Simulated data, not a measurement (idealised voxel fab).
Proc. module: voxel spacer lines
Xsec cut, 225 nm wide, square cell size 5 nm.
Square cells in a grid make up a cross-section in this document, and the grid is given as bands, listed from the top down, each one or more rows of cells. The entry gives the band's vertical extent as a top height and a bottom height in nm, then its horizontal make-up as materials from left to right, each with a width in nm. "empty" stands for empty space; a single material marked "full width" fills the band edge to edge. A quick word on heights: they are counted from 0, and under that level the wafer as it came to us is one material throughout. The lowest band is different from the rest in having no bottom; it simply continues downward, written as in "0 -> down". Per-row width for "30 to 40": begins at first number (top row of band), ends at second number (bottom row), increment between rows held constant. "no change" (step): cross-section cells unchanged, all of them. Reported under the label "Voids, fully enclosed" are the empty spaces having no open way to the top and comprising 8 cells or more; the notation for each is width x height at distance, in which the distance is measured from the left edge and all three values are in nm. What comes after the settings on a step's line is commentary from the simulator itself on that step. Among the settings permitted on a step's line is "overlay nm"; applied to a step with a mask, it specifies the extent to which the mask lay to the right of its planned position, whereas a negative figure signifies a position to the left.

[The steps planned for the process are as follows]
1. RECEIVE [material Si]
2. CONFORMAL_DEP [material Al2O3] [thk nm 5]
3. DIRECTIONAL_DEP [material W] [thk nm 10]
4. DIRECTIONAL_DEP [material aC] [thk nm 30]
5. PATTERN [tone cover] [mask id MANDREL] [material resist] [width nm 25] [pitch nm 70] [thk nm 40] [overlay nm 0]
6. DIRECTIONAL_ETCH [etch materials aC] [depth nm 30]
7. STRIP [etch materials resist]
8. CONFORMAL_DEP [material SiO2] [thk nm 10]
9. DIRECTIONAL_ETCH [etch materials SiO2] [depth nm 10]
10. STRIP [etch materials aC]
11. DIRECTIONAL_ETCH [etch materials W] [depth nm 10]
12. STRIP [etch materials SiO2]
13. FILL_DEP [material SiO2] [thk nm 5]
14. CMP [height nm 15]

[Wafer at receipt (post step 1), cross-section]
	0 -> down  Si full width
	Voids, fully enclosed: none

[Look at the cross-section after the module: the wafer started out the way shown above and the plan was the one shown above, yet one mistake was made along the way]
	15 -> 5  20 SiO2  10 W  30 SiO2  10 W  20 SiO2  10 W  30 SiO2  10 W  20 SiO2  10 W  30 SiO2  10 W  15 SiO2
	5 -> 0  Al2O3 full width
	0 -> down  Si full width
	Voids, fully enclosed: none
Which mistake was made when the wafer was run? for step 5, the planned setting was not used; the step was instead run as PATTERN [tone cover] [mask id MANDREL] [material resist] [width nm 30] [pitch nm 70] [thk nm 40] [overlay nm 0]
